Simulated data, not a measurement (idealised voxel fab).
process module | voxel self aligned contacts
Each square cell in cross-section cut measures 5 nm, and the section as a whole is 230 nm wide.
Format of a cross-section: grid, square cells. Given as bands. Order: top down. Band: one or more rows of cells.
Basically the band line says how high the top is and how high the bottom is, in nm, and then what's in it from left to right, every material with its width in nm. Empty space shows up as "air", and if a single material carries "full width" it runs the full band edge to edge.
The level at which height equals 0 is the one under which the wafer, as it arrives, is entirely one material. No lower edge exists for the bottom band, which continues downward and is notated as in "0 nm and below".
Quick explanation for "30 to 40": the width changes in equal steps down the rows of cells, from the first number in the band's top row to the second number in its bottom row.
"no change occurred" after a step means that no cell of the cross-section changed.
The label "Entrapped void list" introduces a list of the empty spaces, 8 cells or larger, that have no open way up to the top; each entry in it reads width x height at distance, where the distance is taken from the left edge and all three are stated in nm.
Note: text after step settings on the step line = simulator remark on that step.
overlay nm: mask right of planned place by this much (step with mask). Neg. = left.

HERE'S WHAT THE PLANNED PROCESS STEPS LOOK LIKE
1) RECEIVE: material Si
2) OXIDIZE: depth nm 5
3) DIRECTIONAL_DEP: material polySi, thk nm 30
4) DIRECTIONAL_DEP: material SiN, thk nm 20
5) MASKED_ETCH: tone cover, mask id GATE, width nm 30, pitch nm 75, etch materials SiN, depth nm 20, overlay nm 0
6) MASKED_ETCH: tone cover, mask id GATE, width nm 30, pitch nm 75, etch materials polySi, depth nm 30, overlay nm 0
7) CONFORMAL_DEP: material SiN, thk nm 10
8) DIRECTIONAL_ETCH: etch materials SiN, depth nm 10
9) FILL_DEP: material SiO2, thk nm 15
10) CMP: height nm 55
11) DIRECTIONAL_DEP: material aC, thk nm 15
12) PATTERN: tone open, mask id CONTACT, material resist, width nm 55, pitch nm 75, thk nm 35, overlay nm 0
13) DIRECTIONAL_ETCH: etch materials aC, depth nm 15
14) STRIP: etch materials resist
15) DIRECTIONAL_ETCH: etch materials SiO2, depth nm 60
16) STRIP: etch materials aC
17) CONFORMAL_DEP: material TiN, thk nm 5
18) FILL_DEP: material Ru, thk nm 5
19) CMP: height nm 55
20) CONFORMAL_DEP: material SiCN, thk nm 5

INCOMING WAFER, CROSS-SECTIONAL VIEW, POST STEP 1
0 nm and below  Si full width
Entrapped void list: none

END-OF-MODULE CROSS-SECTION. STARTING STRUCTURE AND PROCESS PLAN AS ABOVE; ONE MISTAKE MADE IN RUNNING IT
60 nm to 55 nm  SiCN full width
55 nm to 45 nm  SiO2 50; TiN 5; Ru 45; TiN 5; SiO2 20; TiN 5; Ru 45; TiN 5; SiO2 50
45 nm to 40 nm  SiO2 50; TiN 10; Ru 35; TiN 10; SiO2 20; TiN 10; Ru 35; TiN 10; SiO2 50
40 nm to 30 nm  SiO2 25; SiN 30; TiN 5; Ru 35; TiN 5; SiN 30; TiN 5; Ru 35; TiN 5; SiN 30; SiO2 25
30 nm to 0 nm  SiO2 25; polySi 30; TiN 5; Ru 35; TiN 5; polySi 30; TiN 5; Ru 35; TiN 5; polySi 30; SiO2 25
0 nm to -5 nm  SiO2 55; TiN 45; SiO2 30; TiN 45; SiO2 55
-5 nm and below  Si full width
Entrapped void list: none
What went wrong in running the wafer? heads up, step 7 of the plan was skipped and never actually ran
